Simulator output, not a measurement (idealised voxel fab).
process module | voxel self aligned vias
cross-section cut | 175 nm wide | cells 5 nm
A cross-section is a grid of square cells, given in bands from the top down. A band is one or more rows of cells.
Each band's line starts with the height of the band's top and of its bottom, in nm. Then come its materials from left to right, each with its width in nm. One material with "throughout" fills the band from edge to edge. "air" is empty space.
Height 0 is the level under which the wafer as received is all one material. The lowest band goes on downwards, as in "0 down".
A width such as "30 to 40" changes by the same amount from each row of cells to the next, from the band's top row to its bottom row.
"no change" after a step means that no cell of the cross-section changed.
closed voids: empty space of 8 cells or more with no open way to the top, each as width x height at its distance from the left edge, in nm
after a step's settings: what the simulator itself notes on the step
overlay nm, on a step with a mask: how far to the right of its planned place the mask lay; to the left if negative
plan
1 op RECEIVE | material Si
2 op CONFORMAL_DEP | material SiO2 | thk nm 10
3 op CONFORMAL_DEP | material SiCN | thk nm 5
4 op DIRECTIONAL_DEP | material SiO2 | thk nm 25
5 op PATTERN | tone open | mask id LINES | material resist | width nm 30 | pitch nm 65 | thk nm 20 | overlay nm 0
6 op DIRECTIONAL_ETCH | etch materials SiO2 | depth nm 25
7 op STRIP | etch materials resist
8 op CONFORMAL_DEP | material TiN | thk nm 5
9 op FILL_DEP | material W | thk nm 10
10 op CMP | height nm 40
11 op SELECTIVE_ETCH | etch materials W Ru TiN | depth nm 10
12 op FILL_DEP | material SiN | thk nm 10
13 op CMP | height nm 40
14 op DIRECTIONAL_DEP | material SiO2 | thk nm 15
15 op DIRECTIONAL_DEP | material aC | thk nm 10
16 op PATTERN | tone open | mask id VIAS | material resist | width nm 50 | thk nm 25 | overlay nm 0
17 op DIRECTIONAL_ETCH | etch materials aC | depth nm 10
18 op STRIP | etch materials resist
19 op DIRECTIONAL_ETCH | etch materials SiO2 | depth nm 15
20 op DIRECTIONAL_ETCH | etch materials SiN | depth nm 10
21 op STRIP | etch materials aC
22 op CONFORMAL_DEP | material TiN | thk nm 5
23 op FILL_DEP | material Ru | thk nm 10
24 op CMP | height nm 55
25 op CONFORMAL_DEP | material SiN | thk nm 5
as received, after step 1
  0 down: Si throughout
  closed voids: none
a wafer at the end: this start, this plan, one mistake
  60 to 55: SiN throughout
  55 to 45: SiO2 30 | TiN 5 | Ru 40 | TiN 5 | SiO2 95
  45 to 40: SiO2 30 | TiN 50 | SiO2 95
  40 to 35: SiCN throughout
  35 to 0: SiO2 throughout
  0 down: Si throughout
  closed voids: none
what went wrong: steps 3 and 4 were swapped
